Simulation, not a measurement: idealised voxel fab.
The process module presented herein is designated voxel wiring stack.
The cross-section on display is named cut; it measures 245 nm wide, and its cells are 5 nm squares.
A cross-section is a grid of square cells, given in bands from the top down. A band is one or more rows of cells.
Basically the band line says how high the top is and how high the bottom is, in nm, and then what's in it from left to right, every material with its width in nm. Empty space shows up as "blank", and if a single material carries "everywhere" it runs the full band edge to edge.
Height 0 is the level under which the wafer as received is all one material. The lowest band goes on downwards, as in "z 0 and below".
A width such as "30..40" changes by the same amount from each row of cells to the next, from the band's top row to its bottom row.
Reading "no change" for a step: not a cell of the cross-section changed in it.
The entry "Enclosed voids" lists the empty spaces that cover at least 8 cells and have no open path to the top. Each is written as width x height at distance, where the distance is measured from the left edge and all three values are in nm.
The remark found on a step's line after its settings is issued by the simulator itself and pertains to that step.
Each step line may optionally specify "overlay nm", which for a step with a mask gives the rightward distance between the mask's planned place and where it lay, a negative value indicating the leftward direction.

# Planned process steps
step 1: RECEIVE: material Si
step 2: CONFORMAL_DEP: material SiO2, thk nm 15
step 3: DIRECTIONAL_DEP: material TiN, thk nm 5
step 4: DIRECTIONAL_DEP: material W, thk nm 25
step 5: MASKED_ETCH: tone cover, mask id METAL_1, width nm 25, pitch nm 50, etch materials W, depth nm 25, overlay nm 0
step 6: MASKED_ETCH: tone cover, mask id METAL_1, width nm 25, pitch nm 50, etch materials TiN, depth nm 5, overlay nm 0
step 7: CONFORMAL_DEP: material SiN, thk nm 5
step 8: FILL_DEP: material SiO2, thk nm 5
step 9: CMP: height nm 45
step 10: CONFORMAL_DEP: material SiCN, thk nm 5
step 11: DIRECTIONAL_DEP: material lowk, thk nm 15
step 12: DIRECTIONAL_DEP: material aC, thk nm 15
step 13: PATTERN: tone open, mask id PLUG_1, material resist, width nm 15, thk nm 35, overlay nm 0
step 14: DIRECTIONAL_ETCH: etch materials aC, depth nm 15
step 15: STRIP: etch materials resist
step 16: DIRECTIONAL_ETCH: etch materials lowk, depth nm 15
step 17: DIRECTIONAL_ETCH: etch materials SiCN, depth nm 5
step 18: STRIP: etch materials aC
step 19: EPI: material Ru, thk nm 10
step 20: EPI: material Ru, thk nm 10
step 21: DIRECTIONAL_DEP: material TiN, thk nm 5
step 22: DIRECTIONAL_DEP: material W, thk nm 20
step 23: PATTERN: tone cover, mask id METAL_2, material resist, width nm 25, pitch nm 50, thk nm 15, overlay nm 0
step 24: DIRECTIONAL_ETCH: etch materials W, depth nm 20
step 25: DIRECTIONAL_ETCH: etch materials TiN, depth nm 5
step 26: STRIP: etch materials resist
step 27: CONFORMAL_DEP: material SiCN, thk nm 5
step 28: FILL_DEP: material SiO2, thk nm 5
step 29: CMP: height nm 90
step 30: CONFORMAL_DEP: material SiCN, thk nm 5
step 31: DIRECTIONAL_DEP: material lowk, thk nm 30
step 32: MASKED_ETCH: tone open, mask id METAL_3, width nm 25, pitch nm 50, etch materials lowk, depth nm 15, overlay nm 0
step 33: PATTERN: tone open, mask id METAL_3_HOLES, material resist, width nm 15, thk nm 15, overlay nm 0
step 34: DIRECTIONAL_ETCH: etch materials lowk, depth nm 15
step 35: DIRECTIONAL_ETCH: etch materials SiCN, depth nm 5
step 36: STRIP: etch materials resist
step 37: CONFORMAL_DEP: material TiN, thk nm 5
step 38: FILL_DEP: material Cu, thk nm 10
step 39: CMP: height nm 125
step 40: CONFORMAL_DEP: material SiCN, thk nm 5

# Cross-section of the wafer upon arrival, representing the state reached after step 1
> z 0 and below: Si everywhere
> Enclosed voids: none

# What the wafer looks like in cross-section after this module, when it starts as shown above and follows the plan above but one mistake is made in running it
> z 130 to 125: SiCN everywhere
> z 125 to 115: 85 lowk, then 5 TiN, then 15 Cu, then 5 TiN, then 25 lowk, then 5 TiN, then 15 Cu, then 5 TiN, then 85 lowk
> z 115 to 110: 85 lowk, then 5 TiN, then 5 Cu, then 15 TiN, then 25 lowk, then 25 TiN, then 85 lowk
> z 110 to 95: 85 lowk, then 5 TiN, then 5 Cu, then 5 TiN, then 145 lowk
> z 95 to 90: 85 SiCN, then 15 TiN, then 145 SiCN
> z 90 to 85: 80 SiO2, then 35 SiCN, then 15 SiO2, then 35 SiCN, then 80 SiO2
> z 85 to 70: 80 SiO2, then 5 SiCN, then 25 W, then 5 SiCN, then 15 SiO2, then 5 SiCN, then 25 W, then 5 SiCN, then 80 SiO2
> z 70 to 65: 85 SiCN, then 25 W, then 25 SiCN, then 25 W, then 85 SiCN
> z 65 to 50: 85 lowk, then 15 Ru, then 145 lowk
> z 50 to 45: 85 SiCN, then 15 Ru, then 145 SiCN
> z 45 to 20: 80 SiO2, then 5 SiN, then 25 W, then 5 SiN, then 15 SiO2, then 5 SiN, then 25 W, then 5 SiN, then 80 SiO2
> z 20 to 15: 85 SiN, then 25 TiN, then 25 SiN, then 25 TiN, then 85 SiN
> z 15 to 0: SiO2 everywhere
> z 0 and below: Si everywhere
> Enclosed voids: none
The mistake made against the process plan was this: execution of step 21 of the plan did not take place, the step having been omitted
